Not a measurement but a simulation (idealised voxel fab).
process module | voxel gate over fins
cross-section cut | 300 nm wide | cells 5 nm
A cross-section is a grid of square cells, given in bands from the top down. A band is one or more rows of cells.
Each band's line starts with the height of the band's top and of its bottom, in nm. Then come its materials from left to right, each with its width in nm. One material with "throughout" fills the band from edge to edge. "air" is empty space.
Height 0 is the level under which the wafer as received is all one material. The lowest band goes on downwards, as in "0 down".
A width such as "30 to 40" changes by the same amount from each row of cells to the next, from the band's top row to its bottom row.
"no change" after a step means that no cell of the cross-section changed.
closed voids: empty space of 8 cells or more with no open way to the top, each as width x height at its distance from the left edge, in nm
after a step's settings: what the simulator itself notes on the step
overlay nm, on a step with a mask: how far to the right of its planned place the mask lay; to the left if negative
plan
1 op RECEIVE | material Si
2 op CONFORMAL_DEP | material SiN | thk nm 10
3 op DIRECTIONAL_DEP | material aC | thk nm 15
4 op PATTERN | tone cover | mask id FINS | material resist | width nm 15 | pitch nm 40 | thk nm 35 | overlay nm 0
5 op DIRECTIONAL_ETCH | etch materials aC | depth nm 15
6 op STRIP | etch materials resist
7 op DIRECTIONAL_ETCH | etch materials SiN | depth nm 10
8 op DIRECTIONAL_ETCH | etch materials Si | depth nm 30
9 op STRIP | etch materials aC
10 op OXIDIZE | depth nm 5
11 op FILL_DEP | material SiO2 | thk nm 5
12 op CMP | height nm 10
13 op SELECTIVE_ETCH | etch materials SiO2 | depth nm 25
14 op STRIP | etch materials SiN
15 op CONFORMAL_DEP | material HfO2 | thk nm 5
16 op CONFORMAL_DEP | material TiN | thk nm 5
17 op FILL_DEP | material W | thk nm 15
18 op CMP | height nm 20
19 op CONFORMAL_DEP | material SiCN | thk nm 10
first wafer, as planned
as received, after step 1
  0 down: Si throughout
  closed voids: none
after step 2
  10 to 0: SiN throughout
  below 0: unchanged
after step 3
  25 to 10: aC throughout
  below 10: unchanged
after step 4
  60 to 25: air 100 | resist 15 | air 25 | resist 15 | air 25 | resist 15 | air 105
  below 25: unchanged
after step 5
  45 to 25: air 100 | resist 15 | air 25 | resist 15 | air 25 | resist 15 | air 105
  25 to 10: air 100 | aC 15 | air 25 | aC 15 | air 25 | aC 15 | air 105
  below 10: unchanged
after step 6
  25 to 10: air 100 | aC 15 | air 25 | aC 15 | air 25 | aC 15 | air 105
  below 10: unchanged
after step 7
  25 to 10: air 100 | aC 15 | air 25 | aC 15 | air 25 | aC 15 | air 105
  10 to 0: air 100 | SiN 15 | air 25 | SiN 15 | air 25 | SiN 15 | air 105
  below 0: unchanged
after step 8
  25 to 10: air 100 | aC 15 | air 25 | aC 15 | air 25 | aC 15 | air 105
  10 to 0: air 100 | SiN 15 | air 25 | SiN 15 | air 25 | SiN 15 | air 105
  0 to -30: air 100 | Si 15 | air 25 | Si 15 | air 25 | Si 15 | air 105
  below -30: unchanged
after step 9
  10 to 0: air 100 | SiN 15 | air 25 | SiN 15 | air 25 | SiN 15 | air 105
  below 0: unchanged
after step 10
  10 to 0: air 100 | SiN 15 | air 25 | SiN 15 | air 25 | SiN 15 | air 105
  0 to -30: air 100 | SiO2 5 | Si 5 | SiO2 5 | air 25 | SiO2 5 | Si 5 | SiO2 5 | air 25 | SiO2 5 | Si 5 | SiO2 5 | air 105
  -30 to -35: SiO2 105 | Si 5 | SiO2 35 | Si 5 | SiO2 35 | Si 5 | SiO2 110
  below -35: unchanged
after step 11
  15 to 10: SiO2 throughout
  10 to 0: SiO2 100 | SiN 15 | SiO2 25 | SiN 15 | SiO2 25 | SiN 15 | SiO2 105
  0 to -35: SiO2 105 | Si 5 | SiO2 35 | Si 5 | SiO2 35 | Si 5 | SiO2 110
  below -35: unchanged
after step 12
  10 to 0: SiO2 100 | SiN 15 | SiO2 25 | SiN 15 | SiO2 25 | SiN 15 | SiO2 105
  below 0: unchanged
after step 13
  10 to 0: air 100 | SiN 15 | air 25 | SiN 15 | air 25 | SiN 15 | air 105
  0 to -15: air 105 | Si 5 | air 35 | Si 5 | air 35 | Si 5 | air 110
  below -15: unchanged
after step 14
  0 to -15: air 105 | Si 5 | air 35 | Si 5 | air 35 | Si 5 | air 110
  below -15: unchanged
after step 15
  5 to 0: air 100 | HfO2 15 | air 25 | HfO2 15 | air 25 | HfO2 15 | air 105
  0 to -10: air 100 | HfO2 5 | Si 5 | HfO2 5 | air 25 | HfO2 5 | Si 5 | HfO2 5 | air 25 | HfO2 5 | Si 5 | HfO2 5 | air 105
  -10 to -15: HfO2 105 | Si 5 | HfO2 35 | Si 5 | HfO2 35 | Si 5 | HfO2 110
  below -15: unchanged
after step 16
  10 to 5: air 95 | TiN 25 | air 15 | TiN 25 | air 15 | TiN 25 | air 100
  5 to 0: air 95 | TiN 5 | HfO2 15 | TiN 5 | air 15 | TiN 5 | HfO2 15 | TiN 5 | air 15 | TiN 5 | HfO2 15 | TiN 5 | air 100
  0 to -5: air 95 | TiN 5 | HfO2 5 | Si 5 | HfO2 5 | TiN 5 | air 15 | TiN 5 | HfO2 5 | Si 5 | HfO2 5 | TiN 5 | air 15 | TiN 5 | HfO2 5 | Si 5 | HfO2 5 | TiN 5 | air 100
  -5 to -10: TiN 100 | HfO2 5 | Si 5 | HfO2 5 | TiN 25 | HfO2 5 | Si 5 | HfO2 5 | TiN 25 | HfO2 5 | Si 5 | HfO2 5 | TiN 105
  below -10: unchanged
after step 17
  25 to 10: W throughout
  10 to 5: W 95 | TiN 25 | W 15 | TiN 25 | W 15 | TiN 25 | W 100
  5 to 0: W 95 | TiN 5 | HfO2 15 | TiN 5 | W 15 | TiN 5 | HfO2 15 | TiN 5 | W 15 | TiN 5 | HfO2 15 | TiN 5 | W 100
  0 to -5: W 95 | TiN 5 | HfO2 5 | Si 5 | HfO2 5 | TiN 5 | W 15 | TiN 5 | HfO2 5 | Si 5 | HfO2 5 | TiN 5 | W 15 | TiN 5 | HfO2 5 | Si 5 | HfO2 5 | TiN 5 | W 100
  below -5: unchanged
after step 18
  20 to 10: W throughout
  below 10: unchanged
after step 19
  30 to 20: SiCN throughout
  below 20: unchanged
second wafer: like start, like plan, one mistake. Through step 3 it matches the first wafer
when step 4 should have ended
  60 to 25: resist 100 | air 15 | resist 25 | air 15 | resist 25 | air 15 | resist 105
  below 25: unchanged
when step 5 should have ended
  45 to 25: resist 100 | air 15 | resist 25 | air 15 | resist 25 | air 15 | resist 105
  25 to 10: aC 100 | air 15 | aC 25 | air 15 | aC 25 | air 15 | aC 105
  below 10: unchanged
when step 6 should have ended
  25 to 10: aC 100 | air 15 | aC 25 | air 15 | aC 25 | air 15 | aC 105
  below 10: unchanged
when step 7 should have ended
  25 to 10: aC 100 | air 15 | aC 25 | air 15 | aC 25 | air 15 | aC 105
  10 to 0: SiN 100 | air 15 | SiN 25 | air 15 | SiN 25 | air 15 | SiN 105
  below 0: unchanged
when step 8 should have ended
  25 to 10: aC 100 | air 15 | aC 25 | air 15 | aC 25 | air 15 | aC 105
  10 to 0: SiN 100 | air 15 | SiN 25 | air 15 | SiN 25 | air 15 | SiN 105
  0 to -30: Si 100 | air 15 | Si 25 | air 15 | Si 25 | air 15 | Si 105
  below -30: unchanged
when step 9 should have ended
  10 to 0: SiN 100 | air 15 | SiN 25 | air 15 | SiN 25 | air 15 | SiN 105
  below 0: unchanged
when step 10 should have ended
  10 to 0: SiN 100 | air 15 | SiN 25 | air 15 | SiN 25 | air 15 | SiN 105
  0 to -30: Si 95 | SiO2 5 | air 15 | SiO2 5 | Si 15 | SiO2 5 | air 15 | SiO2 5 | Si 15 | SiO2 5 | air 15 | SiO2 5 | Si 100
  -30 to -35: Si 95 | SiO2 25 | Si 15 | SiO2 25 | Si 15 | SiO2 25 | Si 100
  below -35: unchanged
when step 11 should have ended
  15 to 10: SiO2 throughout
  10 to 0: SiN 100 | SiO2 15 | SiN 25 | SiO2 15 | SiN 25 | SiO2 15 | SiN 105
  0 to -35: Si 95 | SiO2 25 | Si 15 | SiO2 25 | Si 15 | SiO2 25 | Si 100
  below -35: unchanged
when step 12 should have ended
  10 to 0: SiN 100 | SiO2 15 | SiN 25 | SiO2 15 | SiN 25 | SiO2 15 | SiN 105
  below 0: unchanged
when step 13 should have ended
  10 to 0: SiN 100 | air 15 | SiN 25 | air 15 | SiN 25 | air 15 | SiN 105
  0 to -15: Si 95 | air 25 | Si 15 | air 25 | Si 15 | air 25 | Si 100
  below -15: unchanged
when step 14 should have ended
  0 to -15: Si 95 | air 25 | Si 15 | air 25 | Si 15 | air 25 | Si 100
  below -15: unchanged
when step 15 should have ended
  5 to 0: HfO2 100 | air 15 | HfO2 25 | air 15 | HfO2 25 | air 15 | HfO2 105
  0 to -10: Si 95 | HfO2 5 | air 15 | HfO2 5 | Si 15 | HfO2 5 | air 15 | HfO2 5 | Si 15 | HfO2 5 | air 15 | HfO2 5 | Si 100
  -10 to -15: Si 95 | HfO2 25 | Si 15 | HfO2 25 | Si 15 | HfO2 25 | Si 100
  below -15: unchanged
when step 16 should have ended
  10 to 5: TiN 105 | air 5 | TiN 35 | air 5 | TiN 35 | air 5 | TiN 110
  5 to 0: HfO2 100 | TiN 5 | air 5 | TiN 5 | HfO2 25 | TiN 5 | air 5 | TiN 5 | HfO2 25 | TiN 5 | air 5 | TiN 5 | HfO2 105
  0 to -5: Si 95 | HfO2 5 | TiN 5 | air 5 | TiN 5 | HfO2 5 | Si 15 | HfO2 5 | TiN 5 | air 5 | TiN 5 | HfO2 5 | Si 15 | HfO2 5 | TiN 5 | air 5 | TiN 5 | HfO2 5 | Si 100
  -5 to -10: Si 95 | HfO2 5 | TiN 15 | HfO2 5 | Si 15 | HfO2 5 | TiN 15 | HfO2 5 | Si 15 | HfO2 5 | TiN 15 | HfO2 5 | Si 100
  below -10: unchanged
when step 17 should have ended
  25 to 10: W throughout
  10 to 5: TiN 105 | W 5 | TiN 35 | W 5 | TiN 35 | W 5 | TiN 110
  5 to 0: HfO2 100 | TiN 5 | W 5 | TiN 5 | HfO2 25 | TiN 5 | W 5 | TiN 5 | HfO2 25 | TiN 5 | W 5 | TiN 5 | HfO2 105
  0 to -5: Si 95 | HfO2 5 | TiN 5 | W 5 | TiN 5 | HfO2 5 | Si 15 | HfO2 5 | TiN 5 | W 5 | TiN 5 | HfO2 5 | Si 15 | HfO2 5 | TiN 5 | W 5 | TiN 5 | HfO2 5 | Si 100
  below -5: unchanged
when step 18 should have ended
  20 to 10: W throughout
  below 10: unchanged
when step 19 should have ended
  30 to 20: SiCN throughout
  below 20: unchanged
what went wrong: step 4 ran as: op PATTERN | tone open | mask id FINS | material resist | width nm 15 | pitch nm 40 | thk nm 35 | overlay nm 0
at the end the second wafer has, in cells: 294 more of Si | 168 fewer of SiO2 | 126 fewer of W
